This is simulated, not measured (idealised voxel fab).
process module | voxel double patterning
cross-section cut | 200 nm wide | cells 5 nm
A cross-section is a grid of square cells, given in bands from the top down. A band is one or more rows of cells.
Each band's line starts with the height of the band's top and of its bottom, in nm. Then come its materials from left to right, each with its width in nm. One material with "throughout" fills the band from edge to edge. "air" is empty space.
Height 0 is the level under which the wafer as received is all one material. The lowest band goes on downwards, as in "0 down".
A width such as "30 to 40" changes by the same amount from each row of cells to the next, from the band's top row to its bottom row.
"no change" after a step means that no cell of the cross-section changed.
closed voids: empty space of 8 cells or more with no open way to the top, each as width x height at its distance from the left edge, in nm
after a step's settings: what the simulator itself notes on the step
overlay nm, on a step with a mask: how far to the right of its planned place the mask lay; to the left if negative
plan
1 op RECEIVE | material Si
2 op CONFORMAL_DEP | material SiO2 | thk nm 10
3 op DIRECTIONAL_DEP | material W | thk nm 20
4 op DIRECTIONAL_DEP | material SiN | thk nm 5
5 op PATTERN | tone open | mask id FIRST | material resist | width nm 15 | pitch nm 50 | thk nm 20 | overlay nm 0
6 op DIRECTIONAL_ETCH | etch materials SiN | depth nm 5
7 op STRIP | etch materials resist
8 op PATTERN | tone open | mask id SECOND | material resist | width nm 15 | pitch nm 50 | thk nm 15 | overlay nm 0
9 op DIRECTIONAL_ETCH | etch materials SiN | depth nm 5
10 op STRIP | etch materials resist
11 op DIRECTIONAL_ETCH | etch materials W | depth nm 20
12 op STRIP | etch materials SiN
first wafer, as planned
as received, after step 1
  0 down: Si throughout
  closed voids: none
after step 2
  10 to 0: SiO2 throughout
  below 0: unchanged
after step 3
  30 to 10: W throughout
  below 10: unchanged
after step 4
  35 to 30: SiN throughout
  below 30: unchanged
after step 5
  55 to 35: resist 40 | air 15 | resist 35 | air 15 | resist 35 | air 15 | resist 45
  below 35: unchanged
after step 6
  55 to 35: resist 40 | air 15 | resist 35 | air 15 | resist 35 | air 15 | resist 45
  35 to 30: SiN 40 | air 15 | SiN 35 | air 15 | SiN 35 | air 15 | SiN 45
  below 30: unchanged
after step 7
  35 to 30: SiN 40 | air 15 | SiN 35 | air 15 | SiN 35 | air 15 | SiN 45
  below 30: unchanged
after step 8
  50 to 35: resist 65 | air 15 | resist 35 | air 15 | resist 70
  35 to 30: SiN 40 | resist 15 | SiN 35 | resist 15 | SiN 35 | resist 15 | SiN 45
  below 30: unchanged
after step 9
  50 to 35: resist 65 | air 15 | resist 35 | air 15 | resist 70
  35 to 30: SiN 40 | resist 15 | SiN 10 | air 15 | SiN 10 | resist 15 | SiN 10 | air 15 | SiN 10 | resist 15 | SiN 45
  below 30: unchanged
after step 10
  35 to 30: SiN 40 | air 15 | SiN 10 | air 15 | SiN 10 | air 15 | SiN 10 | air 15 | SiN 10 | air 15 | SiN 45
  below 30: unchanged
after step 11
  35 to 30: SiN 40 | air 15 | SiN 10 | air 15 | SiN 10 | air 15 | SiN 10 | air 15 | SiN 10 | air 15 | SiN 45
  30 to 10: W 40 | air 15 | W 10 | air 15 | W 10 | air 15 | W 10 | air 15 | W 10 | air 15 | W 45
  below 10: unchanged
after step 12
  30 to 10: W 40 | air 15 | W 10 | air 15 | W 10 | air 15 | W 10 | air 15 | W 10 | air 15 | W 45
  below 10: unchanged
second wafer: like start, like plan, one mistake. Through step 2 it matches the first wafer
when step 3 should have ended
  50 to 10: W throughout
  below 10: unchanged
when step 4 should have ended
  55 to 50: SiN throughout
  below 50: unchanged
when step 5 should have ended
  75 to 55: resist 40 | air 15 | resist 35 | air 15 | resist 35 | air 15 | resist 45
  below 55: unchanged
when step 6 should have ended
  75 to 55: resist 40 | air 15 | resist 35 | air 15 | resist 35 | air 15 | resist 45
  55 to 50: SiN 40 | air 15 | SiN 35 | air 15 | SiN 35 | air 15 | SiN 45
  below 50: unchanged
when step 7 should have ended
  55 to 50: SiN 40 | air 15 | SiN 35 | air 15 | SiN 35 | air 15 | SiN 45
  below 50: unchanged
when step 8 should have ended
  70 to 55: resist 65 | air 15 | resist 35 | air 15 | resist 70
  55 to 50: SiN 40 | resist 15 | SiN 35 | resist 15 | SiN 35 | resist 15 | SiN 45
  below 50: unchanged
when step 9 should have ended
  70 to 55: resist 65 | air 15 | resist 35 | air 15 | resist 70
  55 to 50: SiN 40 | resist 15 | SiN 10 | air 15 | SiN 10 | resist 15 | SiN 10 | air 15 | SiN 10 | resist 15 | SiN 45
  below 50: unchanged
when step 10 should have ended
  55 to 50: SiN 40 | air 15 | SiN 10 | air 15 | SiN 10 | air 15 | SiN 10 | air 15 | SiN 10 | air 15 | SiN 45
  below 50: unchanged
when step 11 should have ended
  55 to 50: SiN 40 | air 15 | SiN 10 | air 15 | SiN 10 | air 15 | SiN 10 | air 15 | SiN 10 | air 15 | SiN 45
  50 to 30: W 40 | air 15 | W 10 | air 15 | W 10 | air 15 | W 10 | air 15 | W 10 | air 15 | W 45
  below 30: unchanged
when step 12 should have ended
  50 to 30: W 40 | air 15 | W 10 | air 15 | W 10 | air 15 | W 10 | air 15 | W 10 | air 15 | W 45
  below 30: unchanged
what went wrong: step 3 was run twice
at the end the second wafer has, in cells: 160 more of W
